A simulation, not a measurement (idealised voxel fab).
Proc. module: voxel plated lines
The width of the displayed cross-section, cut, is 190 nm; its cells are square, with a size of 5 nm.
This document writes a cross-section as a grid whose cells are square, and gives it as bands, listed from the top down; one or more rows of cells form a band.
A band entry consists of two parts. The first gives the height of the band's top and the height of its bottom, in nm. The rest lists the band's materials from left to right, each with its width in nm. A single material labelled with the word "everywhere" fills the band from edge to edge, and the word "blank" marks empty space.
Basically, 0 is our baseline, since under it the wafer straight out of the box is all one material. The bottom band has no lower end and keeps on going down, so it looks like "from 0 down".
With a width like "30->40", each row of cells in the band differs from the next by the same amount, the top row carrying the first number and the bottom row the second.
For the purposes of this document, the phrase "nothing was modified" attached to a step denotes that no cell within the cross-section was modified by that step.
Entry "Closed void table". Content: empty spaces with no open connection to the top, size 8 cells or greater. Each: width x height at distance. Distance: from left edge. Unit: nm.
Heads up: the bit after the settings on a step's line is the simulator's remark on that step.
overlay nm: for a step with a mask, the amount by which the mask lay right of where it was planned; a negative amount means left of it.

**So here's the lineup of process steps we planned**
1 RECEIVE (material Si)
2 CONFORMAL_DEP (material Al2O3; thk nm 15)
3 DIRECTIONAL_DEP (material TiN; thk nm 5)
4 PATTERN (tone open; mask id LINES; material resist; width nm 20; pitch nm 40; thk nm 15; overlay nm 0)
5 EPI (material Ru; thk nm 10)
6 STRIP (etch materials resist)
7 DIRECTIONAL_ETCH (etch materials TiN; depth nm 5)
8 CONFORMAL_DEP (material SiCN; thk nm 5)

**Shown in cross-section is the wafer as received, that is, as it stands after step 1**
- from 0 down: Si everywhere
- Closed void table: none

**Result of the module, cross-sectioned: start per above, plan per above, one error in how it was run**
- from 35 to 30: 45 of blank / 30 of SiCN / 10 of blank / 30 of SiCN / 10 of blank / 30 of SiCN / 35 of blank
- from 30 to 20: 45 of blank / 5 of SiCN / 20 of Ru / 5 of SiCN / 10 of blank / 5 of SiCN / 20 of Ru / 5 of SiCN / 10 of blank / 5 of SiCN / 20 of Ru / 5 of SiCN / 35 of blank
- from 20 to 15: 50 of SiCN / 20 of TiN / 20 of SiCN / 20 of TiN / 20 of SiCN / 20 of TiN / 40 of SiCN
- from 15 to 0: Al2O3 everywhere
- from 0 down: Si everywhere
- Closed void table: none
Finding, execution versus plan: step 4 deviated from plan and actually ran as PATTERN (tone open; mask id LINES; material resist; width nm 20; pitch nm 40; thk nm 15; overlay nm 5)
